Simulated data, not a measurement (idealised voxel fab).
Module name: voxel released beams (process module)
We display cut, a cross-section 185 nm in width whose square cells are each 5 nm.
Each cross-section below is a grid of square cells, stated as bands in top-down order, with one or more rows of cells making up each band. Band entry format. Leading values: height of top, height of bottom, nm. Remainder: materials in left-to-right order, each with its width in nm. Special words: "edge to edge" on a single material, which then fills the band edge to edge; "air", empty space. The level at which height equals 0 is the one under which the wafer, as it arrives, is entirely one material. No lower edge exists for the bottom band, which continues downward and is notated as in "0 nm and below". Graded width ("30 to 40"): value in top row of band = first number; value in bottom row = second number; row-to-row change constant. A step reported as "nothing was modified" is a step in which no cell of the cross-section changed. For the entry "Enclosed cavities", the listed items are empty spaces with no open way to the top whose size is 8 cells or more; each item follows the pattern width x height at distance, where distance is from the left edge and all three are in nm. Post-settings text on a step line: simulator's own remark regarding the step. "overlay nm" denotes, for a step that has a mask, the displacement of the mask to the right of its planned place, with negative values corresponding to the left.

-- Process steps foreseen in the plan
1: RECEIVE (material Si)
2: CONFORMAL_DEP (material SiN; thk nm 5)
3: DIRECTIONAL_DEP (material SiO2; thk nm 15)
4: MASKED_ETCH (tone open; mask id ANCHOR; width nm 30; etch materials SiO2; depth nm 15; overlay nm 0)
5: CONFORMAL_DEP (material TiN; thk nm 10)
6: PATTERN (tone cover; mask id BEAM; material resist; width nm 105; thk nm 20; overlay nm 0)
7: DIRECTIONAL_ETCH (etch materials TiN; depth nm 10)
8: STRIP (etch materials resist)
9: STRIP (etch materials SiO2)

-- First of the two wafers, run per plan

-- Here's what the wafer looked like in cross-section when it arrived - that's after step 1
	0 nm and below  Si edge to edge
	Enclosed cavities: none

-- Take a look at the wafer's cross-section after step 2
	5 nm to 0 nm  SiN edge to edge
	Below a height of 0, the structure has not been altered.

-- Take a look at the wafer's cross-section after step 3
	20 nm to 5 nm  SiO2 edge to edge
	Below a height of 5, the structure has not been altered.

-- Take a look at the wafer's cross-section after step 4
	20 nm to 5 nm  SiO2: 40 / air: 30 / SiO2: 115
	Below a height of 5, the structure has not been altered.

-- Take a look at the wafer's cross-section after step 5
	30 nm to 20 nm  TiN: 50 / air: 10 / TiN: 125
	20 nm to 15 nm  SiO2: 40 / TiN: 10 / air: 10 / TiN: 10 / SiO2: 115
	15 nm to 5 nm  SiO2: 40 / TiN: 30 / SiO2: 115
	Below a height of 5, the structure has not been altered.

-- Take a look at the wafer's cross-section after step 6
	50 nm to 30 nm  air: 35 / resist: 105 / air: 45
	30 nm to 20 nm  TiN: 50 / resist: 10 / TiN: 125
	20 nm to 15 nm  SiO2: 40 / TiN: 10 / resist: 10 / TiN: 10 / SiO2: 115
	Below a height of 15, the structure has not been altered.

-- Take a look at the wafer's cross-section after step 7
	50 nm to 30 nm  air: 35 / resist: 105 / air: 45
	30 nm to 20 nm  air: 35 / TiN: 15 / resist: 10 / TiN: 80 / air: 45
	Below a height of 20, the structure has not been altered.

-- Take a look at the wafer's cross-section after step 8
	30 nm to 20 nm  air: 35 / TiN: 15 / air: 10 / TiN: 80 / air: 45
	20 nm to 15 nm  SiO2: 40 / TiN: 10 / air: 10 / TiN: 10 / SiO2: 115
	Below a height of 15, the structure has not been altered.

-- Take a look at the wafer's cross-section after step 9
	30 nm to 20 nm  air: 35 / TiN: 15 / air: 10 / TiN: 80 / air: 45
	20 nm to 15 nm  air: 40 / TiN: 10 / air: 10 / TiN: 10 / air: 115
	15 nm to 5 nm  air: 40 / TiN: 30 / air: 115
	Below a height of 5, the structure has not been altered.

-- Second wafer, same starting conditions and recipe as the first, one mistake in executing it, nothing differs from the first up to and including step 3

-- Second wafer shown in cross-section at the time step 4 was slated to end
	20 nm to 5 nm  air: 40 / SiO2: 30 / air: 115
	Below a height of 5, the structure has not been altered.

-- Second wafer shown in cross-section at the time step 5 was slated to end
	30 nm to 20 nm  air: 30 / TiN: 50 / air: 105
	20 nm to 15 nm  air: 30 / TiN: 10 / SiO2: 30 / TiN: 10 / air: 105
	15 nm to 5 nm  TiN: 40 / SiO2: 30 / TiN: 115
	Below a height of 5, the structure has not been altered.

-- Second wafer shown in cross-section at the time step 6 was slated to end
	50 nm to 30 nm  air: 35 / resist: 105 / air: 45
	30 nm to 20 nm  air: 30 / TiN: 50 / resist: 60 / air: 45
	20 nm to 15 nm  air: 30 / TiN: 10 / SiO2: 30 / TiN: 10 / resist: 60 / air: 45
	Below a height of 15, the structure has not been altered.

-- Second wafer shown in cross-section at the time step 7 was slated to end
	50 nm to 30 nm  air: 35 / resist: 105 / air: 45
	30 nm to 20 nm  air: 35 / TiN: 45 / resist: 60 / air: 45
	20 nm to 15 nm  air: 30 / TiN: 10 / SiO2: 30 / TiN: 10 / resist: 60 / air: 45
	15 nm to 5 nm  air: 30 / TiN: 10 / SiO2: 30 / TiN: 70 / air: 45
	Below a height of 5, the structure has not been altered.

-- Second wafer shown in cross-section at the time step 8 was slated to end
	30 nm to 20 nm  air: 35 / TiN: 45 / air: 105
	20 nm to 15 nm  air: 30 / TiN: 10 / SiO2: 30 / TiN: 10 / air: 105
	Below a height of 15, the structure has not been altered.

Second wafer shown in cross-section at the time step 9 was slated to end: nothing was modified
What went wrong in running the wafer? rather than as planned, step 4 actually ran as MASKED_ETCH (tone cover; mask id ANCHOR; width nm 30; etch materials SiO2; depth nm 15; overlay nm 0)
Count the cells at the end and the second wafer has more or fewer of some materials than the first: 18 more of SiO2
